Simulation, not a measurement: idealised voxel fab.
process module | voxel self aligned vias
cross-section cut | 215 nm wide | cells 5 nm
A cross-section is a grid of square cells, given in bands from the top down. A band is one or more rows of cells.
Each band's line starts with the height of the band's top and of its bottom, in nm. Then come its materials from left to right, each with its width in nm. One material with "throughout" fills the band from edge to edge. "air" is empty space.
Height 0 is the level under which the wafer as received is all one material. The lowest band goes on downwards, as in "0 down".
A width such as "30 to 40" changes by the same amount from each row of cells to the next, from the band's top row to its bottom row.
"no change" after a step means that no cell of the cross-section changed.
closed voids: empty space of 8 cells or more with no open way to the top, each as width x height at its distance from the left edge, in nm
after a step's settings: what the simulator itself notes on the step
overlay nm, on a step with a mask: how far to the right of its planned place the mask lay; to the left if negative
plan
1 op RECEIVE | material Si
2 op CONFORMAL_DEP | material SiO2 | thk nm 10
3 op CONFORMAL_DEP | material SiCN | thk nm 5
4 op DIRECTIONAL_DEP | material SiO2 | thk nm 20
5 op MASKED_ETCH | tone open | mask id LINES | width nm 20 | pitch nm 45 | etch materials SiO2 | depth nm 20 | overlay nm 0
6 op CONFORMAL_DEP | material TiN | thk nm 5
7 op FILL_DEP | material Ru | thk nm 10
8 op CMP | height nm 35
9 op SELECTIVE_ETCH | etch materials W Ru TiN | depth nm 5
10 op FILL_DEP | material SiN | thk nm 5
11 op CMP | height nm 35
12 op DIRECTIONAL_DEP | material SiO2 | thk nm 15
13 op DIRECTIONAL_DEP | material aC | thk nm 15
14 op PATTERN | tone open | mask id VIAS | material resist | width nm 30 | thk nm 35 | overlay nm 0
15 op DIRECTIONAL_ETCH | etch materials aC | depth nm 15
16 op STRIP | etch materials resist
17 op DIRECTIONAL_ETCH | etch materials SiO2 | depth nm 15
18 op DIRECTIONAL_ETCH | etch materials SiN | depth nm 5
19 op STRIP | etch materials aC
20 op CONFORMAL_DEP | material TiN | thk nm 5
21 op FILL_DEP | material W | thk nm 10
22 op CMP | height nm 50
23 op CONFORMAL_DEP | material SiN | thk nm 5
first wafer, as planned
as received, after step 1
  0 down: Si throughout
  closed voids: none
after step 2
  10 to 0: SiO2 throughout
  below 0: unchanged
after step 3
  15 to 10: SiCN throughout
  below 10: unchanged
after step 4
  35 to 15: SiO2 throughout
  below 15: unchanged
after step 5
  35 to 15: SiO2 75 | air 20 | SiO2 25 | air 20 | SiO2 75
  below 15: unchanged
after step 6
  40 to 35: TiN 80 | air 10 | TiN 35 | air 10 | TiN 80
  35 to 20: SiO2 75 | TiN 5 | air 10 | TiN 5 | SiO2 25 | TiN 5 | air 10 | TiN 5 | SiO2 75
  20 to 15: SiO2 75 | TiN 20 | SiO2 25 | TiN 20 | SiO2 75
  below 15: unchanged
after step 7
  50 to 40: Ru throughout
  40 to 35: TiN 80 | Ru 10 | TiN 35 | Ru 10 | TiN 80
  35 to 20: SiO2 75 | TiN 5 | Ru 10 | TiN 5 | SiO2 25 | TiN 5 | Ru 10 | TiN 5 | SiO2 75
  below 20: unchanged
after step 8
  35 to 20: SiO2 75 | TiN 5 | Ru 10 | TiN 5 | SiO2 25 | TiN 5 | Ru 10 | TiN 5 | SiO2 75
  below 20: unchanged
after step 9
  35 to 30: SiO2 75 | air 20 | SiO2 25 | air 20 | SiO2 75
  below 30: unchanged
after step 10
  40 to 35: SiN throughout
  35 to 30: SiO2 75 | SiN 20 | SiO2 25 | SiN 20 | SiO2 75
  below 30: unchanged
after step 11
  35 to 30: SiO2 75 | SiN 20 | SiO2 25 | SiN 20 | SiO2 75
  below 30: unchanged
after step 12
  50 to 35: SiO2 throughout
  below 35: unchanged
after step 13
  65 to 50: aC throughout
  below 50: unchanged
after step 14
  100 to 65: resist 70 | air 30 | resist 115
  below 65: unchanged
after step 15
  85 to 65: resist 70 | air 30 | resist 115
  65 to 50: aC 70 | air 30 | aC 115
  below 50: unchanged
after step 16
  65 to 50: aC 70 | air 30 | aC 115
  below 50: unchanged
after step 17
  65 to 50: aC 70 | air 30 | aC 115
  50 to 35: SiO2 70 | air 30 | SiO2 115
  below 35: unchanged
after step 18
  65 to 50: aC 70 | air 30 | aC 115
  50 to 35: SiO2 70 | air 30 | SiO2 115
  35 to 30: SiO2 75 | air 20 | SiO2 25 | SiN 20 | SiO2 75
  below 30: unchanged
after step 19
  50 to 35: SiO2 70 | air 30 | SiO2 115
  below 35: unchanged
after step 20
  55 to 50: TiN 75 | air 20 | TiN 120
  50 to 40: SiO2 70 | TiN 5 | air 20 | TiN 5 | SiO2 115
  40 to 35: SiO2 70 | TiN 10 | air 10 | TiN 10 | SiO2 115
  35 to 30: SiO2 75 | TiN 20 | SiO2 25 | SiN 20 | SiO2 75
  below 30: unchanged
after step 21
  65 to 55: W throughout
  55 to 50: TiN 75 | W 20 | TiN 120
  50 to 40: SiO2 70 | TiN 5 | W 20 | TiN 5 | SiO2 115
  40 to 35: SiO2 70 | TiN 10 | W 10 | TiN 10 | SiO2 115
  below 35: unchanged
after step 22
  50 to 40: SiO2 70 | TiN 5 | W 20 | TiN 5 | SiO2 115
  below 40: unchanged
after step 23
  55 to 50: SiN throughout
  below 50: unchanged
second wafer: like start, like plan, one mistake. Through step 13 it matches the first wafer
when step 14 should have ended
  100 to 65: resist 60 | air 30 | resist 125
  below 65: unchanged
when step 15 should have ended
  85 to 65: resist 60 | air 30 | resist 125
  65 to 50: aC 60 | air 30 | aC 125
  below 50: unchanged
when step 16 should have ended
  65 to 50: aC 60 | air 30 | aC 125
  below 50: unchanged
when step 17 should have ended
  65 to 50: aC 60 | air 30 | aC 125
  50 to 35: SiO2 60 | air 30 | SiO2 125
  below 35: unchanged
when step 18 should have ended
  65 to 50: aC 60 | air 30 | aC 125
  50 to 35: SiO2 60 | air 30 | SiO2 125
  35 to 30: SiO2 75 | air 15 | SiN 5 | SiO2 25 | SiN 20 | SiO2 75
  below 30: unchanged
when step 19 should have ended
  50 to 35: SiO2 60 | air 30 | SiO2 125
  below 35: unchanged
when step 20 should have ended
  55 to 50: TiN 65 | air 20 | TiN 130
  50 to 40: SiO2 60 | TiN 5 | air 20 | TiN 5 | SiO2 125
  40 to 35: SiO2 60 | TiN 20 | air 5 | TiN 5 | SiO2 125
  35 to 30: SiO2 75 | TiN 15 | SiN 5 | SiO2 25 | SiN 20 | SiO2 75
  below 30: unchanged
when step 21 should have ended
  65 to 55: W throughout
  55 to 50: TiN 65 | W 20 | TiN 130
  50 to 40: SiO2 60 | TiN 5 | W 20 | TiN 5 | SiO2 125
  40 to 35: SiO2 60 | TiN 20 | W 5 | TiN 5 | SiO2 125
  below 35: unchanged
when step 22 should have ended
  50 to 40: SiO2 60 | TiN 5 | W 20 | TiN 5 | SiO2 125
  below 40: unchanged
when step 23 should have ended
  55 to 50: SiN throughout
  below 50: unchanged
what went wrong: step 14 ran as: op PATTERN | tone open | mask id VIAS | material resist | width nm 30 | thk nm 35 | overlay nm -10
at the end the second wafer has, in cells: 1 more of SiN | 1 fewer of W
